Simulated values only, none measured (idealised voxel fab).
Process module under the name voxel ribs on slabs
Pictured: cross-section cut, 230 nm wide, on a grid of 5 nm square cells.
Reading order for cross-sections: top band down to bottom band. Underlying form: a grid of square cells. Band size: one or more rows of cells.
Heads up on the band format: heights come first, top then bottom, in nm. After that it's the materials left to right, each with its width in nm. A single material flagged "full width" fills the whole band edge to edge, and "empty" means there's empty space there.
Zero point of the height axis is 0; under it, received wafer = one material. Lowest band: continues down indefinitely, "0 -> down".
You'd read "30..40" like this: the band's top row of cells is as wide as the first number, its bottom row is as wide as the second, and going down, every row changes width by the same amount as the row before did.
Step note "no alterations made" = no cross-section cell changed.
The list in "Sealed cavities" covers empty spaces of 8 cells or more that cannot reach the top through any open way, and it gives each as width x height at distance; the distance is from the left edge, and width, height and distance are in nm.
after a step's settings: what the simulator itself notes on the step
The optional step-line setting "overlay nm" applies to steps with a mask and quantifies how far to the right of its planned location the mask lay, a negative value indicating leftward placement.
Process steps (planned)
1: RECEIVE [material Si]
2: DIRECTIONAL_DEP [material SiO2] [thk nm 25]
3: DIRECTIONAL_DEP [material polySi] [thk nm 15]
4: PATTERN [tone cover] [mask id RIB] [material resist] [width nm 15] [thk nm 15] [overlay nm 0]
5: DIRECTIONAL_ETCH [etch materials polySi] [depth nm 15]
6: STRIP [etch materials resist]
7: DIRECTIONAL_DEP [material aC] [thk nm 15]
8: PATTERN [tone cover] [mask id SLAB] [material resist] [width nm 65] [thk nm 35] [overlay nm 0]
9: DIRECTIONAL_ETCH [etch materials aC] [depth nm 15]
10: STRIP [etch materials resist]
11: DIRECTIONAL_ETCH [etch materials polySi] [depth nm 5]
12: STRIP [etch materials aC]
13: FILL_DEP [material SiO2] [thk nm 20]
14: CMP [height nm 60]
15: DIRECTIONAL_DEP [material TiN] [thk nm 10]
16: DIRECTIONAL_DEP [material aC] [thk nm 15]
17: PATTERN [tone cover] [mask id HEATER] [material resist] [width nm 25] [thk nm 30] [overlay nm 0]
18: DIRECTIONAL_ETCH [etch materials aC] [depth nm 15]
19: STRIP [etch materials resist]
20: DIRECTIONAL_ETCH [etch materials TiN] [depth nm 10]
21: STRIP [etch materials aC]
22: CONFORMAL_DEP [material SiO2] [thk nm 10]
The wafers are alike at the start. At step 3, their thk nm differs. The plan lists the first wafer's value.
Cross-section of the first of several wafers as received (after step 1)
    0 -> down = Si full width
    Sealed cavities: none
Take any row and you have a wafer at the end of the module: how many cells of each material it has gained (+) or lost (-) since it was received, and then its closed voids
thk nm 15 | +643 SiO2 | +10 TiN | +9 polySi | Sealed cavities: none
thk nm 20 | +630 SiO2 | +10 TiN | +22 polySi | Sealed cavities: none
thk nm 25 | +584 SiO2 | +10 TiN | +68 polySi | Sealed cavities: none
thk nm 30 | +538 SiO2 | +10 TiN | +114 polySi | Sealed cavities: none
thk nm 35 | +492 SiO2 | +10 TiN | +160 polySi | Sealed cavities: none
